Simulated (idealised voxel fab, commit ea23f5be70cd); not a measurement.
Presented below is a process module, voxel gate over fins.
For reference, the cross-section in this document is cut, with width 145 nm and square cells of 5 nm.
Throughout this document, each cross-section is represented as a grid of square cells and is presented as a sequence of bands enumerated from the top downward, where a band comprises one or more rows of cells.
Heads up on the band format: heights come first, top then bottom, in nm. After that it's the materials left to right, each with its width in nm. A single material flagged "full width" fills the whole band edge to edge, and "empty" means there's empty space there.
Heights from 0 (as-received wafer is one material below). Bottom band endless downward, as "0 and below".
The expression "30 to 40" gives the width at the extremes of the band, the first number at its top row of cells and the second at its bottom row, with the width changing by equal amounts from each row to the next in between.
Where the words "left unchanged" appear for a step, the cross-section shows no cell changed by that step; every cell remained as before.
In the "Voids, fully enclosed" entry, you get each enclosed empty space of 8 cells or more, one with no open way to the top, written width x height at distance, distance from the left edge, in nm.
That trailing text on a step's line, after the settings, is the simulator's own remark on the step.
overlay nm: how far to the right of its planned place the mask lay on this masked step (negative: to the left).
STEPS IN THE PROCESS PLAN
step 1: RECEIVE | material Si
step 2: CONFORMAL_DEP | material SiN | thk nm 10
step 3: PATTERN | tone cover | mask id FINS | material resist | width nm 15 | pitch nm 35 | thk nm 15 | overlay nm 0
step 4: DIRECTIONAL_ETCH | etch materials SiN | depth nm 10
step 5: DIRECTIONAL_ETCH | etch materials Si | depth nm 40
step 6: STRIP | etch materials resist
step 7: FILL_DEP | material SiO2 | thk nm 5
step 8: CMP | height nm 10
step 9: SELECTIVE_ETCH | etch materials SiO2 | depth nm 25
step 10: STRIP | etch materials SiN
step 11: CONFORMAL_DEP | material HfO2 | thk nm 5
step 12: CONFORMAL_DEP | material TiN | thk nm 5
step 13: CONFORMAL_DEP | material TiAl | thk nm 5
step 14: CONFORMAL_DEP | material TiN | thk nm 5
step 15: FILL_DEP | material W | thk nm 10
step 16: CMP | height nm 25
step 17: CONFORMAL_DEP | material SiCN | thk nm 5
CONCERNING THE FIRST OF TWO WAFERS, WHICH WAS RUN IN ACCORDANCE WITH THE PLAN
HERE'S WHAT THE WAFER LOOKED LIKE IN CROSS-SECTION WHEN IT ARRIVED - THAT'S AFTER STEP 1
> 0 and below  Si full width
> Voids, fully enclosed: none
YOU'RE LOOKING AT A CROSS-SECTION OF THE WAFER AFTER STEP 2
> 10 down to 0  SiN full width
> Below 0, no change.
YOU'RE LOOKING AT A CROSS-SECTION OF THE WAFER AFTER STEP 3
> 25 down to 10  45 empty, 15 resist, 20 empty, 15 resist, 50 empty
> Below 10, no change.
YOU'RE LOOKING AT A CROSS-SECTION OF THE WAFER AFTER STEP 4
> 25 down to 10  45 empty, 15 resist, 20 empty, 15 resist, 50 empty
> 10 down to 0  45 empty, 15 SiN, 20 empty, 15 SiN, 50 empty
> Below 0, no change.
YOU'RE LOOKING AT A CROSS-SECTION OF THE WAFER AFTER STEP 5
> 25 down to 10  45 empty, 15 resist, 20 empty, 15 resist, 50 empty
> 10 down to 0  45 empty, 15 SiN, 20 empty, 15 SiN, 50 empty
> 0 down to -40  45 empty, 15 Si, 20 empty, 15 Si, 50 empty
> Below -40, no change.
YOU'RE LOOKING AT A CROSS-SECTION OF THE WAFER AFTER STEP 6
> 10 down to 0  45 empty, 15 SiN, 20 empty, 15 SiN, 50 empty
> Below 0, no change.
YOU'RE LOOKING AT A CROSS-SECTION OF THE WAFER AFTER STEP 7
> 15 down to 10  SiO2 full width
> 10 down to 0  45 SiO2, 15 SiN, 20 SiO2, 15 SiN, 50 SiO2
> 0 down to -40  45 SiO2, 15 Si, 20 SiO2, 15 Si, 50 SiO2
> Below -40, no change.
YOU'RE LOOKING AT A CROSS-SECTION OF THE WAFER AFTER STEP 8
> 10 down to 0  45 SiO2, 15 SiN, 20 SiO2, 15 SiN, 50 SiO2
> Below 0, no change.
YOU'RE LOOKING AT A CROSS-SECTION OF THE WAFER AFTER STEP 9
> 10 down to 0  45 empty, 15 SiN, 20 empty, 15 SiN, 50 empty
> 0 down to -15  45 empty, 15 Si, 20 empty, 15 Si, 50 empty
> Below -15, no change.
YOU'RE LOOKING AT A CROSS-SECTION OF THE WAFER AFTER STEP 10
> 0 down to -15  45 empty, 15 Si, 20 empty, 15 Si, 50 empty
> Below -15, no change.
YOU'RE LOOKING AT A CROSS-SECTION OF THE WAFER AFTER STEP 11
> 5 down to 0  40 empty, 25 HfO2, 10 empty, 25 HfO2, 45 empty
> 0 down to -10  40 empty, 5 HfO2, 15 Si, 5 HfO2, 10 empty, 5 HfO2, 15 Si, 5 HfO2, 45 empty
> -10 down to -15  45 HfO2, 15 Si, 20 HfO2, 15 Si, 50 HfO2
> Below -15, no change.
YOU'RE LOOKING AT A CROSS-SECTION OF THE WAFER AFTER STEP 12
> 10 down to 5  35 empty, 70 TiN, 40 empty
> 5 down to 0  35 empty, 5 TiN, 25 HfO2, 10 TiN, 25 HfO2, 5 TiN, 40 empty
> 0 down to -5  35 empty, 5 TiN, 5 HfO2, 15 Si, 5 HfO2, 10 TiN, 5 HfO2, 15 Si, 5 HfO2, 5 TiN, 40 empty
> -5 down to -10  40 TiN, 5 HfO2, 15 Si, 5 HfO2, 10 TiN, 5 HfO2, 15 Si, 5 HfO2, 45 TiN
> Below -10, no change.
YOU'RE LOOKING AT A CROSS-SECTION OF THE WAFER AFTER STEP 13
> 15 down to 10  30 empty, 80 TiAl, 35 empty
> 10 down to 5  30 empty, 5 TiAl, 70 TiN, 5 TiAl, 35 empty
> 5 down to 0  30 empty, 5 TiAl, 5 TiN, 25 HfO2, 10 TiN, 25 HfO2, 5 TiN, 5 TiAl, 35 empty
> 0 down to -5  35 TiAl, 5 TiN, 5 HfO2, 15 Si, 5 HfO2, 10 TiN, 5 HfO2, 15 Si, 5 HfO2, 5 TiN, 40 TiAl
> Below -5, no change.
YOU'RE LOOKING AT A CROSS-SECTION OF THE WAFER AFTER STEP 14
> 20 down to 15  25 empty, 90 TiN, 30 empty
> 15 down to 10  25 empty, 5 TiN, 80 TiAl, 5 TiN, 30 empty
> 10 down to 5  25 empty, 5 TiN, 5 TiAl, 70 TiN, 5 TiAl, 5 TiN, 30 empty
> 5 down to 0  30 TiN, 5 TiAl, 5 TiN, 25 HfO2, 10 TiN, 25 HfO2, 5 TiN, 5 TiAl, 35 TiN
> Below 0, no change.
YOU'RE LOOKING AT A CROSS-SECTION OF THE WAFER AFTER STEP 15
> 30 down to 20  W full width
> 20 down to 15  25 W, 90 TiN, 30 W
> 15 down to 10  25 W, 5 TiN, 80 TiAl, 5 TiN, 30 W
> 10 down to 5  25 W, 5 TiN, 5 TiAl, 70 TiN, 5 TiAl, 5 TiN, 30 W
> Below 5, no change.
YOU'RE LOOKING AT A CROSS-SECTION OF THE WAFER AFTER STEP 16
> 25 down to 20  W full width
> Below 20, no change.
YOU'RE LOOKING AT A CROSS-SECTION OF THE WAFER AFTER STEP 17
> 30 down to 25  SiCN full width
> Below 25, no change.
WAFER TWO. SAME START, SAME PLAN, ONE SLIP IN EXECUTION. SAME AS WAFER ONE THROUGH STEP 8, INCLUSIVE
WHEN STEP 9 SHOULD HAVE ENDED
> 10 down to 0  45 SiO2, 15 empty, 20 SiO2, 15 empty, 50 SiO2
> Below 0, no change.
WHEN STEP 10 SHOULD HAVE ENDED
> 0 down to -15  45 empty, 15 Si, 20 empty, 15 Si, 50 empty
> -15 down to -25  20 SiO2, 25 empty, 15 Si, 20 empty, 15 Si, 25 empty, 25 SiO2
> Below -25, no change.
WHEN STEP 11 SHOULD HAVE ENDED
> 5 down to 0  40 empty, 25 HfO2, 10 empty, 25 HfO2, 45 empty
> 0 down to -10  40 empty, 5 HfO2, 15 Si, 5 HfO2, 10 empty, 5 HfO2, 15 Si, 5 HfO2, 45 empty
> -10 down to -15  25 HfO2, 15 empty, 5 HfO2, 15 Si, 5 HfO2, 10 empty, 5 HfO2, 15 Si, 5 HfO2, 15 empty, 30 HfO2
> -15 down to -20  20 SiO2, 5 HfO2, 15 empty, 5 HfO2, 15 Si, 5 HfO2, 10 empty, 5 HfO2, 15 Si, 5 HfO2, 15 empty, 5 HfO2, 25 SiO2
> -20 down to -25  20 SiO2, 25 HfO2, 15 Si, 20 HfO2, 15 Si, 25 HfO2, 25 SiO2
> Below -25, no change.
WHEN STEP 12 SHOULD HAVE ENDED
> 10 down to 5  35 empty, 70 TiN, 40 empty
> 5 down to 0  35 empty, 5 TiN, 25 HfO2, 10 TiN, 25 HfO2, 5 TiN, 40 empty
> 0 down to -5  35 empty, 5 TiN, 5 HfO2, 15 Si, 5 HfO2, 10 TiN, 5 HfO2, 15 Si, 5 HfO2, 5 TiN, 40 empty
> -5 down to -10  30 TiN, 5 empty, 5 TiN, 5 HfO2, 15 Si, 5 HfO2, 10 TiN, 5 HfO2, 15 Si, 5 HfO2, 5 TiN, 5 empty, 35 TiN
> -10 down to -15  25 HfO2, 5 TiN, 5 empty, 5 TiN, 5 HfO2, 15 Si, 5 HfO2, 10 TiN, 5 HfO2, 15 Si, 5 HfO2, 5 TiN, 5 empty, 5 TiN, 30 HfO2
> -15 down to -20  20 SiO2, 5 HfO2, 15 TiN, 5 HfO2, 15 Si, 5 HfO2, 10 TiN, 5 HfO2, 15 Si, 5 HfO2, 15 TiN, 5 HfO2, 25 SiO2
> Below -20, no change.
WHEN STEP 13 SHOULD HAVE ENDED
> 15 down to 10  30 empty, 80 TiAl, 35 empty
> 10 down to 5  30 empty, 5 TiAl, 70 TiN, 5 TiAl, 35 empty
> 5 down to 0  30 empty, 5 TiAl, 5 TiN, 25 HfO2, 10 TiN, 25 HfO2, 5 TiN, 5 TiAl, 35 empty
> 0 down to -5  35 TiAl, 5 TiN, 5 HfO2, 15 Si, 5 HfO2, 10 TiN, 5 HfO2, 15 Si, 5 HfO2, 5 TiN, 40 TiAl
> -5 down to -10  30 TiN, 5 TiAl, 5 TiN, 5 HfO2, 15 Si, 5 HfO2, 10 TiN, 5 HfO2, 15 Si, 5 HfO2, 5 TiN, 5 TiAl, 35 TiN
> -10 down to -15  25 HfO2, 5 TiN, 5 TiAl, 5 TiN, 5 HfO2, 15 Si, 5 HfO2, 10 TiN, 5 HfO2, 15 Si, 5 HfO2, 5 TiN, 5 TiAl, 5 TiN, 30 HfO2
> Below -15, no change.
WHEN STEP 14 SHOULD HAVE ENDED
> 20 down to 15  25 empty, 90 TiN, 30 empty
> 15 down to 10  25 empty, 5 TiN, 80 TiAl, 5 TiN, 30 empty
> 10 down to 5  25 empty, 5 TiN, 5 TiAl, 70 TiN, 5 TiAl, 5 TiN, 30 empty
> 5 down to 0  30 TiN, 5 TiAl, 5 TiN, 25 HfO2, 10 TiN, 25 HfO2, 5 TiN, 5 TiAl, 35 TiN
> Below 0, no change.
WHEN STEP 15 SHOULD HAVE ENDED
> 30 down to 20  W full width
> 20 down to 15  25 W, 90 TiN, 30 W
> 15 down to 10  25 W, 5 TiN, 80 TiAl, 5 TiN, 30 W
> 10 down to 5  25 W, 5 TiN, 5 TiAl, 70 TiN, 5 TiAl, 5 TiN, 30 W
> Below 5, no change.
WHEN STEP 16 SHOULD HAVE ENDED
> 25 down to 20  W full width
> Below 20, no change.
WHEN STEP 17 SHOULD HAVE ENDED
> 30 down to 25  SiCN full width
> Below 25, no change.
Against the plan, the run slipped here: transposition of steps 9 and 10 relative to the planned sequence
The final cell counts differ between the wafers, with the second having more or fewer of some materials than the first: 12 more of HfO2 | 28 fewer of SiO2 | 4 more of TiAl | 12 more of TiN
